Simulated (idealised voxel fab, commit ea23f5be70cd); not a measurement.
Proc. module: voxel tone inversion
The cross-section shown here is cut; it is 240 nm wide and divided into square cells measuring 5 nm on a side.
This document writes a cross-section as a grid whose cells are square, and gives it as bands, listed from the top down; one or more rows of cells form a band.
Basically the band line says how high the top is and how high the bottom is, in nm, and then what's in it from left to right, every material with its width in nm. Empty space shows up as "air", and if a single material carries "edge to edge" it runs the full band edge to edge.
Height 0 is the level under which the wafer as received is all one material. The lowest band goes on downwards, as in "0 and below".
A width such as "30 to 40" changes by the same amount from each row of cells to the next, from the band's top row to its bottom row.
It should be understood that the words "nothing altered", when stated for a given step, signify that the cross-section underwent no change in any of its cells during that step.
Empty spaces without an open route to the top, at least 8 cells in extent, make up the entry "Sealed void list"; each is given as width x height at distance, where the distance is measured from the left edge, and all are in nm.
Read whatever lies past the settings on a step's line as the simulator's own remark about the step.
A step's line can hold "overlay nm"; with a mask on that step, the setting says how far right of the planned place the mask lay, while a negative setting says it lay to the left.

## Steps in the process plan
1,RECEIVE | material Si
2,CONFORMAL_DEP | material SiCN | thk nm 10
3,DIRECTIONAL_DEP | material aC | thk nm 20
4,PATTERN | tone cover | mask id POSTS | material resist | width nm 20 | pitch nm 45 | thk nm 25 | overlay nm 0
5,DIRECTIONAL_ETCH | etch materials aC | depth nm 20
6,STRIP | etch materials resist
7,FILL_DEP | material SiO2 | thk nm 10
8,CMP | height nm 30
9,STRIP | etch materials aC
10,CONFORMAL_DEP | material TiN | thk nm 5
11,FILL_DEP | material Cu | thk nm 10
12,CMP | height nm 30
13,CONFORMAL_DEP | material SiCN | thk nm 5

## As-received state of the wafer in cross-section, equivalent to post-step 1
    0 and below | Si edge to edge
    Sealed void list: none

## First of two wafers, end-of-module section, run followed plan
    35 down to 30 | SiCN edge to edge
    30 down to 15 | 85 SiO2, 5 TiN, 10 Cu, 5 TiN, 25 SiO2, 5 TiN, 10 Cu, 5 TiN, 90 SiO2
    15 down to 10 | 85 SiO2, 20 TiN, 25 SiO2, 20 TiN, 90 SiO2
    10 down to 0 | SiCN edge to edge
    0 and below | Si edge to edge
    Sealed void list: none

## Module end: cross-section of wafer two of two. Same start and process plan as the first wafer. One mistake during execution
    35 down to 30 | SiCN edge to edge
    30 down to 15 | 85 SiO2, 5 TiN, 10 Cu, 5 TiN, 25 SiO2, 5 TiN, 10 Cu, 5 TiN, 90 SiO2
    15 down to 10 | 85 SiO2, 20 TiN, 25 SiO2, 20 TiN, 90 SiO2
    10 down to 0 | Cu edge to edge
    0 and below | Si edge to edge
    Sealed void list: none
Run error: step 2, actual vs plan mismatch, actual run CONFORMAL_DEP | material Cu | thk nm 10
Upon completion, the second wafer contains, in terms of cells, a greater or smaller amount of certain materials than the first wafer: Cu: 96 more; SiCN: 96 fewer
